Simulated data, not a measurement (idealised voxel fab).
This section sets out a process module, namely voxel ribs on slabs.
Pictured: cross-section cut, 255 nm wide, on a grid of 5 nm square cells.
Cross-section spec: square-cell grid; bands listed top down; each band is one or more rows.
Within each band entry, the heights of the top and of the bottom of the band appear first, in that order and in nm; the materials of the band then follow from left to right, each with its corresponding width in nm. The designation "throughout" on a single material indicates that it fills the band from edge to edge; the designation "empty" indicates empty space.
The level at which height equals 0 is the one under which the wafer, as it arrives, is entirely one material. No lower edge exists for the bottom band, which continues downward and is notated as in "top 0, no bottom".
The two numbers in a width such as "30..40" mark its ends across the band: the first belongs to the top row of cells, the second to the bottom row, and from each row to the next the width moves by the same amount.
You'll sometimes find "nothing altered" written for a step, and that's the way of saying that nowhere in the cross-section did a cell change during that step.
"Entrapped voids" means: voids of 8 cells or more that are shut off from the top with no open way through. Written width x height at distance, distance from the left edge, in nm.
Anything after a step's settings on that line? It's the simulator's own note about the step.
The optional step-line setting "overlay nm" applies to steps with a mask and quantifies how far to the right of its planned location the mask lay, a negative value indicating leftward placement.
## Set out below are the planned steps of the process
1: RECEIVE | material Si
2: DIRECTIONAL_DEP | material SiO2 | thk nm 20
3: DIRECTIONAL_DEP | material SiN | thk nm 20
4: DIRECTIONAL_DEP | material aC | thk nm 10
5: PATTERN | tone cover | mask id RIB | material resist | width nm 15 | thk nm 25 | overlay nm 0
6: DIRECTIONAL_ETCH | etch materials aC | depth nm 10
7: STRIP | etch materials resist
8: DIRECTIONAL_ETCH | etch materials SiN | depth nm 10
9: STRIP | etch materials aC
10: PATTERN | tone cover | mask id SLAB | material resist | width nm 75 | thk nm 20 | overlay nm 0
11: DIRECTIONAL_ETCH | etch materials SiN | depth nm 10
12: STRIP | etch materials resist
13: FILL_DEP | material SiO2 | thk nm 20
14: CMP | height nm 50
15: DIRECTIONAL_DEP | material W | thk nm 10
16: MASKED_ETCH | tone cover | mask id HEATER | width nm 25 | etch materials W | depth nm 10 | overlay nm 0
17: CONFORMAL_DEP | material SiO2 | thk nm 5
## Cross-section, incoming material, after step 1
	top 0, no bottom: Si throughout
	Entrapped voids: none
## Cross-section: first of two wafers, module finished, run according to plan
	top 65, bottom 60: 110 nm empty; 35 nm SiO2; 110 nm empty
	top 60, bottom 55: 110 nm empty; 5 nm SiO2; 25 nm W; 5 nm SiO2; 110 nm empty
	top 55, bottom 50: 115 nm SiO2; 25 nm W; 115 nm SiO2
	top 50, bottom 40: SiO2 throughout
	top 40, bottom 30: 120 nm SiO2; 15 nm SiN; 120 nm SiO2
	top 30, bottom 20: 90 nm SiO2; 75 nm SiN; 90 nm SiO2
	top 20, bottom 0: SiO2 throughout
	top 0, no bottom: Si throughout
	Entrapped voids: none
## Here is the second of the two wafers cut open at the end of the module - same start, same plan as the first one, but we made one mistake running it
	top 65, bottom 60: 110 nm empty; 35 nm SiO2; 110 nm empty
	top 60, bottom 55: 110 nm empty; 5 nm SiO2; 25 nm W; 5 nm SiO2; 110 nm empty
	top 55, bottom 50: 115 nm SiO2; 25 nm W; 115 nm SiO2
	top 50, bottom 40: SiO2 throughout
	top 40, bottom 30: 130 nm SiO2; 15 nm SiN; 110 nm SiO2
	top 30, bottom 20: 90 nm SiO2; 75 nm SiN; 90 nm SiO2
	top 20, bottom 0: SiO2 throughout
	top 0, no bottom: Si throughout
	Entrapped voids: none
Want to know what went wrong? the process deviated at step 5: the operation and settings actually run there were PATTERN | tone cover | mask id RIB | material resist | width nm 15 | thk nm 25 | overlay nm 10
At the close, every material occupies the same number of cells on the second wafer as on the first, only in different positions.
